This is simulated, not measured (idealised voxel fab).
Presented below is a process module, voxel transistor to metal.
Xsec cut, 210 nm wide, square cell size 5 nm.
Cross-sections here: square-cell grids, written as top-down lists of bands, a band being one or more rows of cells. This entry defines a band. It first specifies the height of the band's top and the height of its bottom in nm, and then specifies the band's materials from left to right, stating each material with its width in nm. The word "everywhere" identifies a single material that fills the band from edge to edge, while the word "air" identifies empty space. Convention: height 0 is the level below which the wafer, as received, is all one material. The lowest band does not terminate at the bottom but continues downward, represented as "0 and below". Note: "30 to 40" means the width goes from the first number (top row of the band) to the second number (bottom row) in equal steps per row of cells. No cell of the cross-section changed in a step that is given as "no modification". Listed in "Sealed-off cavities": every empty space of 8 or more cells without an open way to the top. Form: width x height at distance, the distance being from the left edge, all in nm. Step line, after settings: the simulator's comment on this step. "overlay nm" denotes, for a step that has a mask, the displacement of the mask to the right of its planned place, with negative values corresponding to the left.

List of planned process steps
step 1: RECEIVE: material Si
step 2: OXIDIZE: depth nm 5
step 3: CONFORMAL_DEP: material SiN, thk nm 15
step 4: MASKED_ETCH: tone cover, mask id ACTIVE, width nm 115, etch materials SiN, depth nm 15, overlay nm 0
step 5: MASKED_ETCH: tone cover, mask id ACTIVE, width nm 115, etch materials SiO2, depth nm 5, overlay nm 0
step 6: MASKED_ETCH: tone cover, mask id ACTIVE, width nm 115, etch materials Si, depth nm 25, overlay nm 0
step 7: OXIDIZE: depth nm 5
step 8: FILL_DEP: material SiO2, thk nm 15
step 9: CMP: height nm 15
step 10: SELECTIVE_ETCH: etch materials SiO2, depth nm 10
step 11: STRIP: etch materials SiN
step 12: SELECTIVE_ETCH: etch materials SiO2, depth nm 5
step 13: OXIDIZE: depth nm 5
step 14: DIRECTIONAL_DEP: material polySi, thk nm 25
step 15: DIRECTIONAL_DEP: material SiCN, thk nm 10
step 16: DIRECTIONAL_DEP: material aC, thk nm 10
step 17: PATTERN: tone cover, mask id GATE, material resist, width nm 15, thk nm 25, overlay nm 0
step 18: DIRECTIONAL_ETCH: etch materials aC, depth nm 10
step 19: STRIP: etch materials resist
step 20: DIRECTIONAL_ETCH: etch materials SiCN, depth nm 20
step 21: DIRECTIONAL_ETCH: etch materials polySi, depth nm 35
step 22: STRIP: etch materials aC
step 23: CONFORMAL_DEP: material SiN, thk nm 10
step 24: DIRECTIONAL_ETCH: etch materials SiN, depth nm 10
step 25: DIRECTIONAL_ETCH: etch materials SiO2, depth nm 5
step 26: DIRECTIONAL_ETCH: etch materials Si, depth nm 10
step 27: EPI: material nSi, thk nm 15
step 28: FILL_DEP: material SiO2, thk nm 5
step 29: CMP: height nm 30
step 30: DIRECTIONAL_DEP: material SiO2, thk nm 15
step 31: DIRECTIONAL_DEP: material aC, thk nm 10
step 32: PATTERN: tone open, mask id CONTACT, material resist, width nm 20, pitch nm 75, thk nm 30, overlay nm 0
step 33: DIRECTIONAL_ETCH: etch materials aC, depth nm 10
step 34: STRIP: etch materials resist
step 35: DIRECTIONAL_ETCH: etch materials SiO2, depth nm 50
step 36: STRIP: etch materials aC
step 37: CONFORMAL_DEP: material TiN, thk nm 5
step 38: FILL_DEP: material W, thk nm 5
step 39: CMP: height nm 45
step 40: CONFORMAL_DEP: material SiCN, thk nm 5
step 41: DIRECTIONAL_DEP: material lowk, thk nm 25
step 42: PATTERN: tone open, mask id METAL_1, material resist, width nm 20, pitch nm 75, thk nm 15, overlay nm 0
step 43: DIRECTIONAL_ETCH: etch materials lowk, depth nm 25
step 44: DIRECTIONAL_ETCH: etch materials SiCN, depth nm 5
step 45: STRIP: etch materials resist
step 46: CONFORMAL_DEP: material TiN, thk nm 5
step 47: FILL_DEP: material Ru, thk nm 10
step 48: CMP: height nm 75
step 49: CONFORMAL_DEP: material SiN, thk nm 5

Of two wafers, the first: run according to plan

Cross-section of the wafer upon arrival, representing the state reached after step 1
  0 and below = Si everywhere
  Sealed-off cavities: none

Step 2 complete: cross-section through the wafer
  0 down to -5 = SiO2 everywhere
  Beneath the level -5, the cross-section is identical to its previous state.

Step 3 complete: cross-section through the wafer
  15 down to 0 = SiN everywhere
  Beneath the level 0, the cross-section is identical to its previous state.

Step 4 complete: cross-section through the wafer
  15 down to 0 = 45 of air | 115 of SiN | 50 of air
  Beneath the level 0, the cross-section is identical to its previous state.

Step 5 complete: cross-section through the wafer
  15 down to 0 = 45 of air | 115 of SiN | 50 of air
  0 down to -5 = 45 of air | 115 of SiO2 | 50 of air
  Beneath the level -5, the cross-section is identical to its previous state.

Step 6 complete: cross-section through the wafer
  15 down to 0 = 45 of air | 115 of SiN | 50 of air
  0 down to -5 = 45 of air | 115 of SiO2 | 50 of air
  -5 down to -30 = 45 of air | 115 of Si | 50 of air
  Beneath the level -30, the cross-section is identical to its previous state.

Step 7 complete: cross-section through the wafer
  15 down to 0 = 45 of air | 115 of SiN | 50 of air
  0 down to -5 = 45 of air | 115 of SiO2 | 50 of air
  -5 down to -30 = 45 of air | 5 of SiO2 | 105 of Si | 5 of SiO2 | 50 of air
  -30 down to -35 = 50 of SiO2 | 105 of Si | 55 of SiO2
  Beneath the level -35, the cross-section is identical to its previous state.

Step 8 complete: cross-section through the wafer
  30 down to 15 = SiO2 everywhere
  15 down to 0 = 45 of SiO2 | 115 of SiN | 50 of SiO2
  0 down to -5 = SiO2 everywhere
  -5 down to -35 = 50 of SiO2 | 105 of Si | 55 of SiO2
  Beneath the level -35, the cross-section is identical to its previous state.

Step 9 complete: cross-section through the wafer
  15 down to 0 = 45 of SiO2 | 115 of SiN | 50 of SiO2
  Beneath the level 0, the cross-section is identical to its previous state.

Step 10 complete: cross-section through the wafer
  15 down to 5 = 45 of air | 115 of SiN | 50 of air
  Beneath the level 5, the cross-section is identical to its previous state.

Step 11 complete: cross-section through the wafer
  5 down to 0 = 45 of SiO2 | 115 of air | 50 of SiO2
  Beneath the level 0, the cross-section is identical to its previous state.

Step 12 complete: cross-section through the wafer
  0 down to -5 = 40 of SiO2 | 125 of air | 45 of SiO2
  Beneath the level -5, the cross-section is identical to its previous state.

Step 13 complete: cross-section through the wafer
  0 down to -5 = 40 of SiO2 | 125 of air | 45 of SiO2
  -5 down to -10 = SiO2 everywhere
  Beneath the level -10, the cross-section is identical to its previous state.

Step 14 complete: cross-section through the wafer
  25 down to 20 = 40 of polySi | 125 of air | 45 of polySi
  20 down to 0 = polySi everywhere
  0 down to -5 = 40 of SiO2 | 125 of polySi | 45 of SiO2
  Beneath the level -5, the cross-section is identical to its previous state.

Step 15 complete: cross-section through the wafer
  35 down to 30 = 40 of SiCN | 125 of air | 45 of SiCN
  30 down to 25 = SiCN everywhere
  25 down to 20 = 40 of polySi | 125 of SiCN | 45 of polySi
  Beneath the level 20, the cross-section is identical to its previous state.

Step 16 complete: cross-section through the wafer
  45 down to 40 = 40 of aC | 125 of air | 45 of aC
  40 down to 35 = aC everywhere
  35 down to 30 = 40 of SiCN | 125 of aC | 45 of SiCN
  Beneath the level 30, the cross-section is identical to its previous state.

Step 17 complete: cross-section through the wafer
  70 down to 45 = 95 of air | 15 of resist | 100 of air
  45 down to 40 = 40 of aC | 55 of air | 15 of resist | 55 of air | 45 of aC
  Beneath the level 40, the cross-section is identical to its previous state.

Step 18 complete: cross-section through the wafer
  60 down to 40 = 95 of air | 15 of resist | 100 of air
  40 down to 35 = 95 of air | 15 of aC | 100 of air
  35 down to 30 = 40 of SiCN | 55 of air | 15 of aC | 55 of air | 45 of SiCN
  Beneath the level 30, the cross-section is identical to its previous state.

Step 19 complete: cross-section through the wafer
  40 down to 35 = 95 of air | 15 of aC | 100 of air
  Beneath the level 35, the cross-section is identical to its previous state.

Step 20 complete: cross-section through the wafer
  40 down to 30 = 95 of air | 15 of aC | 100 of air
  30 down to 25 = 95 of air | 15 of SiCN | 100 of air
  25 down to 20 = 40 of polySi | 55 of air | 15 of SiCN | 55 of air | 45 of polySi
  Beneath the level 20, the cross-section is identical to its previous state.

Step 21 complete: cross-section through the wafer
  40 down to 30 = 95 of air | 15 of aC | 100 of air
  30 down to 20 = 95 of air | 15 of SiCN | 100 of air
  20 down to 0 = 95 of air | 15 of polySi | 100 of air
  0 down to -5 = 40 of SiO2 | 55 of air | 15 of polySi | 55 of air | 45 of SiO2
  Beneath the level -5, the cross-section is identical to its previous state.

Step 22 complete: cross-section through the wafer
  30 down to 20 = 95 of air | 15 of SiCN | 100 of air
  Beneath the level 20, the cross-section is identical to its previous state.

Step 23 complete: cross-section through the wafer
  40 down to 30 = 85 of air | 35 of SiN | 90 of air
  30 down to 20 = 85 of air | 10 of SiN | 15 of SiCN | 10 of SiN | 90 of air
  20 down to 10 = 85 of air | 10 of SiN | 15 of polySi | 10 of SiN | 90 of air
  10 down to 5 = 50 of SiN | 35 of air | 10 of SiN | 15 of polySi | 10 of SiN | 35 of air | 55 of SiN
  5 down to 0 = 95 of SiN | 15 of polySi | 100 of SiN
  0 down to -5 = 40 of SiO2 | 55 of SiN | 15 of polySi | 55 of SiN | 45 of SiO2
  Beneath the level -5, the cross-section is identical to its previous state.

Step 24 complete: cross-section through the wafer
  30 down to 20 = 85 of air | 10 of SiN | 15 of SiCN | 10 of SiN | 90 of air
  20 down to 0 = 85 of air | 10 of SiN | 15 of polySi | 10 of SiN | 90 of air
  0 down to -5 = 40 of SiO2 | 10 of SiN | 35 of air | 10 of SiN | 15 of polySi | 10 of SiN | 35 of air | 10 of SiN | 45 of SiO2
  Beneath the level -5, the cross-section is identical to its previous state.

Step 25 complete: cross-section through the wafer
  30 down to 20 = 85 of air | 10 of SiN | 15 of SiCN | 10 of SiN | 90 of air
  20 down to 0 = 85 of air | 10 of SiN | 15 of polySi | 10 of SiN | 90 of air
  0 down to -5 = 40 of air | 10 of SiN | 35 of air | 10 of SiN | 15 of polySi | 10 of SiN | 35 of air | 10 of SiN | 45 of air
  -5 down to -10 = 50 of SiO2 | 35 of air | 35 of SiO2 | 35 of air | 55 of SiO2
  Beneath the level -10, the cross-section is identical to its previous state.

Step 26 complete: cross-section through the wafer
  30 down to 20 = 85 of air | 10 of SiN | 15 of SiCN | 10 of SiN | 90 of air
  20 down to 0 = 85 of air | 10 of SiN | 15 of polySi | 10 of SiN | 90 of air
  0 down to -5 = 40 of air | 10 of SiN | 35 of air | 10 of SiN | 15 of polySi | 10 of SiN | 35 of air | 10 of SiN | 45 of air
  -5 down to -10 = 50 of SiO2 | 35 of air | 35 of SiO2 | 35 of air | 55 of SiO2
  -10 down to -20 = 50 of SiO2 | 35 of air | 35 of Si | 35 of air | 55 of SiO2
  Beneath the level -20, the cross-section is identical to its previous state.

Step 27 complete: cross-section through the wafer
  30 down to 20 = 85 of air | 10 of SiN | 15 of SiCN | 10 of SiN | 90 of air
  20 down to 5 = 85 of air | 10 of SiN | 15 of polySi | 10 of SiN | 90 of air
  5 down to 0 = 70 of air | 15 of nSi | 10 of SiN | 15 of polySi | 10 of SiN | 15 of nSi | 75 of air
  0 down to -5 = 40 of air | 10 of SiN | 20 of air | 15 of nSi | 10 of SiN | 15 of polySi | 10 of SiN | 15 of nSi | 20 of air | 10 of SiN | 45 of air
  -5 down to -10 = 50 of SiO2 | 35 of nSi | 35 of SiO2 | 35 of nSi | 55 of SiO2
  -10 down to -20 = 50 of SiO2 | 35 of nSi | 35 of Si | 35 of nSi | 55 of SiO2
  Beneath the level -20, the cross-section is identical to its previous state.

Step 28 complete: cross-section through the wafer
  35 down to 30 = SiO2 everywhere
  30 down to 20 = 85 of SiO2 | 10 of SiN | 15 of SiCN | 10 of SiN | 90 of SiO2
  20 down to 5 = 85 of SiO2 | 10 of SiN | 15 of polySi | 10 of SiN | 90 of SiO2
  5 down to 0 = 70 of SiO2 | 15 of nSi | 10 of SiN | 15 of polySi | 10 of SiN | 15 of nSi | 75 of SiO2
  0 down to -5 = 40 of SiO2 | 10 of SiN | 20 of SiO2 | 15 of nSi | 10 of SiN | 15 of polySi | 10 of SiN | 15 of nSi | 20 of SiO2 | 10 of SiN | 45 of SiO2
  Beneath the level -5, the cross-section is identical to its previous state.

Step 29 complete: cross-section through the wafer
  30 down to 20 = 85 of SiO2 | 10 of SiN | 15 of SiCN | 10 of SiN | 90 of SiO2
  Beneath the level 20, the cross-section is identical to its previous state.

Step 30 complete: cross-section through the wafer
  45 down to 30 = SiO2 everywhere
  Beneath the level 30, the cross-section is identical to its previous state.

Step 31 complete: cross-section through the wafer
  55 down to 45 = aC everywhere
  Beneath the level 45, the cross-section is identical to its previous state.

Step 32 complete: cross-section through the wafer
  85 down to 55 = 55 of resist | 20 of air | 55 of resist | 20 of air | 60 of resist
  Beneath the level 55, the cross-section is identical to its previous state.

Step 33 complete: cross-section through the wafer
  75 down to 55 = 55 of resist | 20 of air | 55 of resist | 20 of air | 60 of resist
  55 down to 45 = 55 of aC | 20 of air | 55 of aC | 20 of air | 60 of aC
  Beneath the level 45, the cross-section is identical to its previous state.

Step 34 complete: cross-section through the wafer
  55 down to 45 = 55 of aC | 20 of air | 55 of aC | 20 of air | 60 of aC
  Beneath the level 45, the cross-section is identical to its previous state.

Step 35 complete: cross-section through the wafer
  55 down to 45 = 55 of aC | 20 of air | 55 of aC | 20 of air | 60 of aC
  45 down to 30 = 55 of SiO2 | 20 of air | 55 of SiO2 | 20 of air | 60 of SiO2
  30 down to 20 = 55 of SiO2 | 20 of air | 10 of SiO2 | 10 of SiN | 15 of SiCN | 10 of SiN | 10 of SiO2 | 20 of air | 60 of SiO2
  20 down to 5 = 55 of SiO2 | 20 of air | 10 of SiO2 | 10 of SiN | 15 of polySi | 10 of SiN | 10 of SiO2 | 20 of air | 60 of SiO2
  5 down to 0 = 55 of SiO2 | 15 of air | 15 of nSi | 10 of SiN | 15 of polySi | 10 of SiN | 15 of nSi | 15 of air | 60 of SiO2
  0 down to -5 = 40 of SiO2 | 10 of SiN | 5 of SiO2 | 15 of air | 15 of nSi | 10 of SiN | 15 of polySi | 10 of SiN | 15 of nSi | 15 of air | 5 of SiO2 | 10 of SiN | 45 of SiO2
  Beneath the level -5, the cross-section is identical to its previous state.

Step 36 complete: cross-section through the wafer
  45 down to 30 = 55 of SiO2 | 20 of air | 55 of SiO2 | 20 of air | 60 of SiO2
  Beneath the level 30, the cross-section is identical to its previous state.

Step 37 complete: cross-section through the wafer
  50 down to 45 = 60 of TiN | 10 of air | 65 of TiN | 10 of air | 65 of TiN
  45 down to 30 = 55 of SiO2 | 5 of TiN | 10 of air | 5 of TiN | 55 of SiO2 | 5 of TiN | 10 of air | 5 of TiN | 60 of SiO2
  30 down to 20 = 55 of SiO2 | 5 of TiN | 10 of air | 5 of TiN | 10 of SiO2 | 10 of SiN | 15 of SiCN | 10 of SiN | 10 of SiO2 | 5 of TiN | 10 of air | 5 of TiN | 60 of SiO2
  20 down to 10 = 55 of SiO2 | 5 of TiN | 10 of air | 5 of TiN | 10 of SiO2 | 10 of SiN | 15 of polySi | 10 of SiN | 10 of SiO2 | 5 of TiN | 10 of air | 5 of TiN | 60 of SiO2
  10 down to 5 = 55 of SiO2 | 5 of TiN | 5 of air | 10 of TiN | 10 of SiO2 | 10 of SiN | 15 of polySi | 10 of SiN | 10 of SiO2 | 10 of TiN | 5 of air | 5 of TiN | 60 of SiO2
  5 down to 0 = 55 of SiO2 | 5 of TiN | 5 of air | 5 of TiN | 15 of nSi | 10 of SiN | 15 of polySi | 10 of SiN | 15 of nSi | 5 of TiN | 5 of air | 5 of TiN | 60 of SiO2
  0 down to -5 = 40 of SiO2 | 10 of SiN | 5 of SiO2 | 15 of TiN | 15 of nSi | 10 of SiN | 15 of polySi | 10 of SiN | 15 of nSi | 15 of TiN | 5 of SiO2 | 10 of SiN | 45 of SiO2
  Beneath the level -5, the cross-section is identical to its previous state.

Step 38 complete: cross-section through the wafer
  55 down to 50 = W everywhere
  50 down to 45 = 60 of TiN | 10 of W | 65 of TiN | 10 of W | 65 of TiN
  45 down to 30 = 55 of SiO2 | 5 of TiN | 10 of W | 5 of TiN | 55 of SiO2 | 5 of TiN | 10 of W | 5 of TiN | 60 of SiO2
  30 down to 20 = 55 of SiO2 | 5 of TiN | 10 of W | 5 of TiN | 10 of SiO2 | 10 of SiN | 15 of SiCN | 10 of SiN | 10 of SiO2 | 5 of TiN | 10 of W | 5 of TiN | 60 of SiO2
  20 down to 10 = 55 of SiO2 | 5 of TiN | 10 of W | 5 of TiN | 10 of SiO2 | 10 of SiN | 15 of polySi | 10 of SiN | 10 of SiO2 | 5 of TiN | 10 of W | 5 of TiN | 60 of SiO2
  10 down to 5 = 55 of SiO2 | 5 of TiN | 5 of W | 10 of TiN | 10 of SiO2 | 10 of SiN | 15 of polySi | 10 of SiN | 10 of SiO2 | 10 of TiN | 5 of W | 5 of TiN | 60 of SiO2
  5 down to 0 = 55 of SiO2 | 5 of TiN | 5 of W | 5 of TiN | 15 of nSi | 10 of SiN | 15 of polySi | 10 of SiN | 15 of nSi | 5 of TiN | 5 of W | 5 of TiN | 60 of SiO2
  Beneath the level 0, the cross-section is identical to its previous state.

Step 39 complete: cross-section through the wafer
  45 down to 30 = 55 of SiO2 | 5 of TiN | 10 of W | 5 of TiN | 55 of SiO2 | 5 of TiN | 10 of W | 5 of TiN | 60 of SiO2
  Beneath the level 30, the cross-section is identical to its previous state.

Step 40 complete: cross-section through the wafer
  50 down to 45 = SiCN everywhere
  Beneath the level 45, the cross-section is identical to its previous state.

Step 41 complete: cross-section through the wafer
  75 down to 50 = lowk everywhere
  Beneath the level 50, the cross-section is identical to its previous state.

Step 42 complete: cross-section through the wafer
  90 down to 75 = 55 of resist | 20 of air | 55 of resist | 20 of air | 60 of resist
  Beneath the level 75, the cross-section is identical to its previous state.

Step 43 complete: cross-section through the wafer
  90 down to 75 = 55 of resist | 20 of air | 55 of resist | 20 of air | 60 of resist
  75 down to 50 = 55 of lowk | 20 of air | 55 of lowk | 20 of air | 60 of lowk
  Beneath the level 50, the cross-section is identical to its previous state.

Step 44 complete: cross-section through the wafer
  90 down to 75 = 55 of resist | 20 of air | 55 of resist | 20 of air | 60 of resist
  75 down to 50 = 55 of lowk | 20 of air | 55 of lowk | 20 of air | 60 of lowk
  50 down to 45 = 55 of SiCN | 20 of air | 55 of SiCN | 20 of air | 60 of SiCN
  Beneath the level 45, the cross-section is identical to its previous state.

Step 45 complete: cross-section through the wafer
  75 down to 50 = 55 of lowk | 20 of air | 55 of lowk | 20 of air | 60 of lowk
  Beneath the level 50, the cross-section is identical to its previous state.

Step 46 complete: cross-section through the wafer
  80 down to 75 = 60 of TiN | 10 of air | 65 of TiN | 10 of air | 65 of TiN
  75 down to 50 = 55 of lowk | 5 of TiN | 10 of air | 5 of TiN | 55 of lowk | 5 of TiN | 10 of air | 5 of TiN | 60 of lowk
  50 down to 45 = 55 of SiCN | 20 of TiN | 55 of SiCN | 20 of TiN | 60 of SiCN
  Beneath the level 45, the cross-section is identical to its previous state.

Step 47 complete: cross-section through the wafer
  90 down to 80 = Ru everywhere
  80 down to 75 = 60 of TiN | 10 of Ru | 65 of TiN | 10 of Ru | 65 of TiN
  75 down to 50 = 55 of lowk | 5 of TiN | 10 of Ru | 5 of TiN | 55 of lowk | 5 of TiN | 10 of Ru | 5 of TiN | 60 of lowk
  Beneath the level 50, the cross-section is identical to its previous state.

Step 48 complete: cross-section through the wafer
  75 down to 50 = 55 of lowk | 5 of TiN | 10 of Ru | 5 of TiN | 55 of lowk | 5 of TiN | 10 of Ru | 5 of TiN | 60 of lowk
  Beneath the level 50, the cross-section is identical to its previous state.

Step 49 complete: cross-section through the wafer
  80 down to 75 = SiN everywhere
  Beneath the level 75, the cross-section is identical to its previous state.

Wafer two of two - same starting point, same process plan, one mistake in execution; matches wafer one up to and including step 41

Second wafer, cross-section, planned end of step 42
  90 down to 75 = 55 of resist | 25 of air | 50 of resist | 25 of air | 55 of resist
  Beneath the level 75, the cross-section is identical to its previous state.

Second wafer, cross-section, planned end of step 43
  90 down to 75 = 55 of resist | 25 of air | 50 of resist | 25 of air | 55 of resist
  75 down to 50 = 55 of lowk | 25 of air | 50 of lowk | 25 of air | 55 of lowk
  Beneath the level 50, the cross-section is identical to its previous state.

Second wafer, cross-section, planned end of step 44
  90 down to 75 = 55 of resist | 25 of air | 50 of resist | 25 of air | 55 of resist
  75 down to 50 = 55 of lowk | 25 of air | 50 of lowk | 25 of air | 55 of lowk
  50 down to 45 = 55 of SiCN | 25 of air | 50 of SiCN | 25 of air | 55 of SiCN
  Beneath the level 45, the cross-section is identical to its previous state.

Second wafer, cross-section, planned end of step 45
  75 down to 50 = 55 of lowk | 25 of air | 50 of lowk | 25 of air | 55 of lowk
  Beneath the level 50, the cross-section is identical to its previous state.

Second wafer, cross-section, planned end of step 46
  80 down to 75 = 60 of TiN | 15 of air | 60 of TiN | 15 of air | 60 of TiN
  75 down to 50 = 55 of lowk | 5 of TiN | 15 of air | 5 of TiN | 50 of lowk | 5 of TiN | 15 of air | 5 of TiN | 55 of lowk
  50 down to 45 = 55 of SiCN | 25 of TiN | 50 of SiCN | 25 of TiN | 55 of SiCN
  Beneath the level 45, the cross-section is identical to its previous state.

Second wafer, cross-section, planned end of step 47
  90 down to 80 = Ru everywhere
  80 down to 75 = 60 of TiN | 15 of Ru | 60 of TiN | 15 of Ru | 60 of TiN
  75 down to 50 = 55 of lowk | 5 of TiN | 15 of Ru | 5 of TiN | 50 of lowk | 5 of TiN | 15 of Ru | 5 of TiN | 55 of lowk
  Beneath the level 50, the cross-section is identical to its previous state.

Second wafer, cross-section, planned end of step 48
  75 down to 50 = 55 of lowk | 5 of TiN | 15 of Ru | 5 of TiN | 50 of lowk | 5 of TiN | 15 of Ru | 5 of TiN | 55 of lowk
  Beneath the level 50, the cross-section is identical to its previous state.

Second wafer, cross-section, planned end of step 49
  80 down to 75 = SiN everywhere
  Beneath the level 75, the cross-section is identical to its previous state.
What broke from the plan during processing? note that step 42 departed from the planned setting and was carried out as PATTERN: tone open, mask id METAL_1, material resist, width nm 25, pitch nm 75, thk nm 15, overlay nm 0
Heads up, by the end the second wafer has more or fewer cells of some materials compared to the first: Ru: 10 more; SiCN: 2 fewer; TiN: 2 more; lowk: 10 fewer
